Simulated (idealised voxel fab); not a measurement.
Process module, titled voxel wiring stack
Square cells of 5 nm make up the cross-section cut, whose width is 165 nm.
We lay out every cross-section as a grid of square cells and spell it out in bands from the top down, where one band means one or more rows of cells.
This entry defines a band. It first specifies the height of the band's top and the height of its bottom in nm, and then specifies the band's materials from left to right, stating each material with its width in nm. The word "throughout" identifies a single material that fills the band from edge to edge, while the word "air" identifies empty space.
Heights are measured from 0, the level below which the as-received wafer is all one material; the lowest band has no bottom and continues downward, written as in "0 nm and below".
Top row gets the first number, bottom row gets the second, and each row in between changes by the same step: that is how a band width like "30..40" works.
No cell of the cross-section changed in a step that is given as "no change occurred".
What "Sealed internal voids" gives you is every empty space of 8 cells or more that is cut off from the top. Each appears as width x height at distance, with the distance taken from the left edge and width, height and distance all in nm.
What comes after the settings on a step's line is commentary from the simulator itself on that step.
Regarding "overlay nm": on a step with a mask, it is the distance the mask lay to the right of its planned place; a negative value places it to the left.

# plan
- 1: op RECEIVE | material Si
- 2: op CONFORMAL_DEP | material SiO2 | thk nm 15
- 3: op CONFORMAL_DEP | material SiCN | thk nm 5
- 4: op DIRECTIONAL_DEP | material SiO2 | thk nm 20
- 5: op PATTERN | tone open | mask id METAL_1 | material resist | width nm 25 | pitch nm 50 | thk nm 20 | overlay nm 0
- 6: op DIRECTIONAL_ETCH | etch materials SiO2 | depth nm 20
- 7: op DIRECTIONAL_ETCH | etch materials SiCN | depth nm 5
- 8: op STRIP | etch materials resist
- 9: op CONFORMAL_DEP | material TiN | thk nm 5
- 10: op FILL_DEP | material Cu | thk nm 10
- 11: op CMP | height nm 40
- 12: op EPI | material Ru | thk nm 5
- 13: op FILL_DEP | material SiCN | thk nm 5
- 14: op DIRECTIONAL_DEP | material SiO2 | thk nm 15
- 15: op DIRECTIONAL_DEP | material aC | thk nm 10
- 16: op PATTERN | tone open | mask id PLUG_1 | material resist | width nm 15 | thk nm 25 | overlay nm 0
- 17: op DIRECTIONAL_ETCH | etch materials aC | depth nm 10
- 18: op STRIP | etch materials resist
- 19: op DIRECTIONAL_ETCH | etch materials SiO2 | depth nm 15
- 20: op DIRECTIONAL_ETCH | etch materials SiCN | depth nm 5
- 21: op STRIP | etch materials aC
- 22: op CONFORMAL_DEP | material TiN | thk nm 5
- 23: op FILL_DEP | material Cu | thk nm 5
- 24: op CMP | height nm 65
- 25: op DIRECTIONAL_DEP | material TiN | thk nm 5
- 26: op DIRECTIONAL_DEP | material W | thk nm 15
- 27: op MASKED_ETCH | tone cover | mask id METAL_2 | width nm 25 | pitch nm 50 | etch materials W | depth nm 15 | overlay nm 0
- 28: op MASKED_ETCH | tone cover | mask id METAL_2 | width nm 25 | pitch nm 50 | etch materials TiN | depth nm 5 | overlay nm 0
- 29: op FILL_DEP | material lowk | thk nm 10
- 30: op CMP | height nm 85
- 31: op CONFORMAL_DEP | material SiCN | thk nm 5
- 32: op DIRECTIONAL_DEP | material lowk | thk nm 25
- 33: op DIRECTIONAL_DEP | material aC | thk nm 10
- 34: op PATTERN | tone open | mask id METAL_3_HOLES | material resist | width nm 15 | thk nm 30 | overlay nm 0
- 35: op DIRECTIONAL_ETCH | etch materials aC | depth nm 10
- 36: op STRIP | etch materials resist
- 37: op DIRECTIONAL_ETCH | etch materials lowk | depth nm 25
- 38: op STRIP | etch materials aC
- 39: op MASKED_ETCH | tone open | mask id METAL_3 | width nm 25 | pitch nm 50 | etch materials lowk | depth nm 15 | overlay nm 0
- 40: op MASKED_ETCH | tone open | mask id METAL_3 | width nm 25 | pitch nm 50 | etch materials SiCN | depth nm 5 | overlay nm 0
- 41: op CONFORMAL_DEP | material TiN | thk nm 5
- 42: op FILL_DEP | material Ru | thk nm 5
- 43: op CMP | height nm 115
- 44: op CONFORMAL_DEP | material SiCN | thk nm 5
- 45: op DIRECTIONAL_DEP | material SiO2 | thk nm 30
- 46: op DIRECTIONAL_DEP | material aC | thk nm 15
- 47: op PATTERN | tone open | mask id METAL_4_HOLES | material resist | width nm 15 | pitch nm 50 | thk nm 30 | overlay nm 0
- 48: op DIRECTIONAL_ETCH | etch materials aC | depth nm 15
- 49: op STRIP | etch materials resist
- 50: op DIRECTIONAL_ETCH | etch materials SiO2 | depth nm 30
- 51: op STRIP | etch materials aC
- 52: op DIRECTIONAL_DEP | material aC | thk nm 15
- 53: op PATTERN | tone open | mask id METAL_4 | material resist | width nm 25 | pitch nm 50 | thk nm 30 | overlay nm 0
- 54: op DIRECTIONAL_ETCH | etch materials aC | depth nm 15
- 55: op STRIP | etch materials resist
- 56: op DIRECTIONAL_ETCH | etch materials SiO2 | depth nm 15
- 57: op DIRECTIONAL_ETCH | etch materials SiCN | depth nm 5
- 58: op STRIP | etch materials aC
- 59: op CONFORMAL_DEP | material TiN | thk nm 5
- 60: op FILL_DEP | material Cu | thk nm 5
- 61: op CMP | height nm 150
- 62: op CONFORMAL_DEP | material SiN | thk nm 5

# As-received wafer cross-section (after step 1)
* 0 nm and below  Si throughout
* Sealed internal voids: none

# The following cross-section depicts the wafer upon conclusion of the module. Processing commenced from the starting condition illustrated above and adhered to the plan illustrated above, save for one mistake in execution
* 155 nm to 150 nm  SiN throughout
* 150 nm to 145 nm  Cu throughout
* 145 nm to 140 nm  TiN: 50, Cu: 15, TiN: 35, Cu: 15, TiN: 50
* 140 nm to 130 nm  SiO2: 45, TiN: 5, Cu: 15, TiN: 5, SiO2: 25, TiN: 5, Cu: 15, TiN: 5, SiO2: 45
* 130 nm to 120 nm  SiO2: 45, TiN: 5, Cu: 5, TiN: 15..5, SiO2: 25..35, TiN: 5, Cu: 5, TiN: 15..5, SiO2: 45..55
* 120 nm to 115 nm  SiCN: 45, TiN: 15, SiCN: 35, TiN: 15, SiCN: 55
* 115 nm to 105 nm  lowk: 45, TiN: 5, Ru: 15, TiN: 5, lowk: 25, TiN: 5, Ru: 15, TiN: 5, lowk: 45
* 105 nm to 100 nm  lowk: 45, TiN: 5, Ru: 5, TiN: 15, lowk: 25, TiN: 25, lowk: 45
* 100 nm to 90 nm  lowk: 45, TiN: 5, Ru: 5, TiN: 5, lowk: 105
* 90 nm to 85 nm  SiCN: 45, TiN: 15, SiCN: 105
* 85 nm to 70 nm  lowk: 45, W: 25, lowk: 25, W: 25, lowk: 45
* 70 nm to 65 nm  lowk: 45, TiN: 25, lowk: 25, TiN: 25, lowk: 45
* 65 nm to 50 nm  SiO2: 45, TiN: 5, Cu: 5, TiN: 5, SiO2: 105
* 50 nm to 45 nm  SiCN: 45, TiN: 15, SiCN: 105
* 45 nm to 40 nm  SiCN: 40, Ru: 35, SiCN: 15, Ru: 35, SiCN: 40
* 40 nm to 20 nm  SiO2: 45, TiN: 5, Cu: 15, TiN: 5, SiO2: 25, TiN: 5, Cu: 15, TiN: 5, SiO2: 45
* 20 nm to 15 nm  SiCN: 45, TiN: 25, SiCN: 25, TiN: 25, SiCN: 45
* 15 nm to 0 nm  SiO2 throughout
* 0 nm and below  Si throughout
* Sealed internal voids: none
Deviation noted in wafer processing: step 45 ran as: op DIRECTIONAL_DEP | material SiO2 | thk nm 20
